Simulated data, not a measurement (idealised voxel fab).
Module name: voxel self aligned vias (process module)
Square cell edge 5 nm, section width 190 nm, ID cut.
Bands, listed from the top down, are how a cross-section gets written in this document; the cross-section itself is a grid of square cells, and a band is one or more rows of them. Band entry format. Leading values: height of top, height of bottom, nm. Remainder: materials in left-to-right order, each with its width in nm. Special words: "throughout" on a single material, which then fills the band edge to edge; "empty", empty space. Height 0 is the level under which the wafer as received is all one material. The lowest band goes on downwards, as in "0 nm and below". A width such as "30->40" changes by the same amount from each row of cells to the next, from the band's top row to its bottom row. "no alterations made" for a step: no cell of the cross-section changed in that step. What "Enclosed void catalog" gives you is every empty space of 8 cells or more that is cut off from the top. Each appears as width x height at distance, with the distance taken from the left edge and width, height and distance all in nm. Note: text after step settings on the step line = simulator remark on that step. "overlay nm" on a masked step: distance the mask lay right of its planned place, negative for left.

-- Listed below are the process steps as planned
1 RECEIVE, material Si
2 CONFORMAL_DEP, material SiO2, thk nm 10
3 CONFORMAL_DEP, material SiCN, thk nm 5
4 DIRECTIONAL_DEP, material lowk, thk nm 20
5 PATTERN, tone open, mask id LINES, material resist, width nm 20, pitch nm 55, thk nm 20, overlay nm 0
6 DIRECTIONAL_ETCH, etch materials lowk, depth nm 20
7 STRIP, etch materials resist
8 CONFORMAL_DEP, material TiN, thk nm 5
9 FILL_DEP, material W, thk nm 10
10 CMP, height nm 35
11 SELECTIVE_ETCH, etch materials W Ru TiN, depth nm 10
12 FILL_DEP, material SiN, thk nm 10
13 CMP, height nm 35
14 DIRECTIONAL_DEP, material lowk, thk nm 15
15 DIRECTIONAL_DEP, material aC, thk nm 15
16 PATTERN, tone open, mask id VIAS, material resist, width nm 30, pitch nm 55, thk nm 30, overlay nm 0
17 DIRECTIONAL_ETCH, etch materials aC, depth nm 15
18 STRIP, etch materials resist
19 DIRECTIONAL_ETCH, etch materials lowk, depth nm 15
20 DIRECTIONAL_ETCH, etch materials SiN, depth nm 10
21 STRIP, etch materials aC
22 CONFORMAL_DEP, material TiN, thk nm 5
23 FILL_DEP, material W, thk nm 10
24 CMP, height nm 50
25 CONFORMAL_DEP, material SiCN, thk nm 5

-- Wafer at receipt (post step 1), cross-section
> 0 nm and below = Si throughout
> Enclosed void catalog: none

-- Result of the module, cross-sectioned: start per above, plan per above, one error in how it was run
> 55 nm to 50 nm = SiCN throughout
> 50 nm to 35 nm = lowk=25  TiN=5  W=20  TiN=5  lowk=25  TiN=5  W=20  TiN=5  lowk=25  TiN=5  W=20  TiN=5  lowk=25
> 35 nm to 30 nm = SiN=25  TiN=5  W=20  TiN=5  SiN=25  TiN=5  W=20  TiN=5  SiN=25  TiN=5  W=20  TiN=5  SiN=25
> 30 nm to 25 nm = SiN=25  TiN=30  SiN=25  TiN=30  SiN=25  TiN=30  SiN=25
> 25 nm to 10 nm = lowk=30  TiN=5  W=10  TiN=5  lowk=35  TiN=5  W=10  TiN=5  lowk=35  TiN=5  W=10  TiN=5  lowk=30
> 10 nm to 5 nm = lowk=30  TiN=20  lowk=35  TiN=20  lowk=35  TiN=20  lowk=30
> 5 nm to 0 nm = SiCN throughout
> 0 nm and below = Si throughout
> Enclosed void catalog: none
Short version of what went wrong: step 2 was dropped from the plan's execution and never run
